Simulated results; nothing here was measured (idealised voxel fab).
Name of the process module below: voxel gate over fins
The width of the displayed cross-section, cut, is 205 nm; its cells are square, with a size of 5 nm.
We lay out every cross-section as a grid of square cells and spell it out in bands from the top down, where one band means one or more rows of cells. A band entry consists of two parts. The first gives the height of the band's top and the height of its bottom, in nm. The rest lists the band's materials from left to right, each with its width in nm. A single material labelled with the word "edge to edge" fills the band from edge to edge, and the word "air" marks empty space. We count height from 0. Below that, the starting wafer is all one material. The lowest band never ends at the bottom but goes on down; see "0 -> down" for how that is written. When a width is written as two numbers, as in "30->40", the first number is the width in the top row of cells of the band and the second is the width in its bottom row, and the width changes by the same amount from each row to the next. A step reported as "no modification" is a step in which no cell of the cross-section changed. "Entrapped voids" enumerates empty spaces isolated from the top, with no open way to it, that contain at least 8 cells, giving each as width x height at distance from the left edge, all three in nm. That trailing text on a step's line, after the settings, is the simulator's own remark on the step. On any step carrying a mask, the "overlay nm" setting, if present on the step's line, tells how far right of its planned place the mask lay; negative values point to the left.
The planned process steps are enumerated hereunder:
1: RECEIVE, material Si
2: CONFORMAL_DEP, material SiN, thk nm 5
3: MASKED_ETCH, tone cover, mask id FINS, width nm 15, pitch nm 55, etch materials SiN, depth nm 5, overlay nm 0
4: MASKED_ETCH, tone cover, mask id FINS, width nm 15, pitch nm 55, etch materials Si, depth nm 35, overlay nm 0
5: OXIDIZE, depth nm 5
6: FILL_DEP, material SiO2, thk nm 10
7: CMP, height nm 5
8: DIRECTIONAL_DEP, material aC, thk nm 15
9: PATTERN, tone open, mask id RAIL, material resist, width nm 15, thk nm 35, overlay nm 0
10: DIRECTIONAL_ETCH, etch materials aC, depth nm 15
11: STRIP, etch materials resist
12: DIRECTIONAL_ETCH, etch materials SiO2, depth nm 35
13: STRIP, etch materials aC
14: CONFORMAL_DEP, material TiN, thk nm 5
15: FILL_DEP, material Ru, thk nm 5
16: CMP, height nm 5
17: SELECTIVE_ETCH, etch materials W Ru TiN, depth nm 30
18: FILL_DEP, material SiO2, thk nm 5
19: CMP, height nm 5
20: SELECTIVE_ETCH, etch materials SiO2, depth nm 20
21: STRIP, etch materials SiN
22: CONFORMAL_DEP, material HfO2, thk nm 5
23: CONFORMAL_DEP, material TiN, thk nm 5
24: FILL_DEP, material W, thk nm 15
25: CMP, height nm 20
26: CONFORMAL_DEP, material SiCN, thk nm 5
Wafer as received: cross-section following step 1:
> 0 -> down = Si edge to edge
> Entrapped voids: none
The following cross-section depicts the wafer upon conclusion of the module. Processing commenced from the starting condition illustrated above and adhered to the plan illustrated above, save for one mistake in execution:
> 25 -> 20 = SiCN edge to edge
> 20 -> 10 = W edge to edge
> 10 -> 5 = 35 nm W, then 25 nm TiN, then 30 nm W, then 25 nm TiN, then 30 nm W, then 25 nm TiN, then 35 nm W
> 5 -> 0 = 35 nm W, then 5 nm TiN, then 15 nm HfO2, then 5 nm TiN, then 30 nm W, then 5 nm TiN, then 15 nm HfO2, then 5 nm TiN, then 30 nm W, then 5 nm TiN, then 15 nm HfO2, then 5 nm TiN, then 35 nm W
> 0 -> -5 = 35 nm W, then 5 nm TiN, then 5 nm HfO2, then 5 nm Si, then 5 nm HfO2, then 5 nm TiN, then 30 nm W, then 5 nm TiN, then 5 nm HfO2, then 5 nm Si, then 5 nm HfO2, then 5 nm TiN, then 30 nm W, then 5 nm TiN, then 5 nm HfO2, then 5 nm Si, then 5 nm HfO2, then 5 nm TiN, then 35 nm W
> -5 -> -10 = 40 nm TiN, then 5 nm HfO2, then 5 nm Si, then 5 nm HfO2, then 40 nm TiN, then 5 nm HfO2, then 5 nm Si, then 5 nm HfO2, then 40 nm TiN, then 5 nm HfO2, then 5 nm Si, then 5 nm HfO2, then 40 nm TiN
> -10 -> -15 = 45 nm HfO2, then 5 nm Si, then 50 nm HfO2, then 5 nm Si, then 50 nm HfO2, then 5 nm Si, then 45 nm HfO2
> -15 -> -25 = 45 nm SiO2, then 5 nm Si, then 50 nm SiO2, then 5 nm Si, then 50 nm SiO2, then 5 nm Si, then 45 nm SiO2
> -25 -> -30 = 45 nm SiO2, then 5 nm Si, then 15 nm SiO2, then 15 nm TiN, then 20 nm SiO2, then 5 nm Si, then 50 nm SiO2, then 5 nm Si, then 45 nm SiO2
> -30 -> -75 = 45 nm SiO2, then 5 nm Si, then 50 nm SiO2, then 5 nm Si, then 50 nm SiO2, then 5 nm Si, then 45 nm SiO2
> -75 -> down = Si edge to edge
> Entrapped voids: none
Where did the run depart from the plan? step 4 of the plan saw execution twice
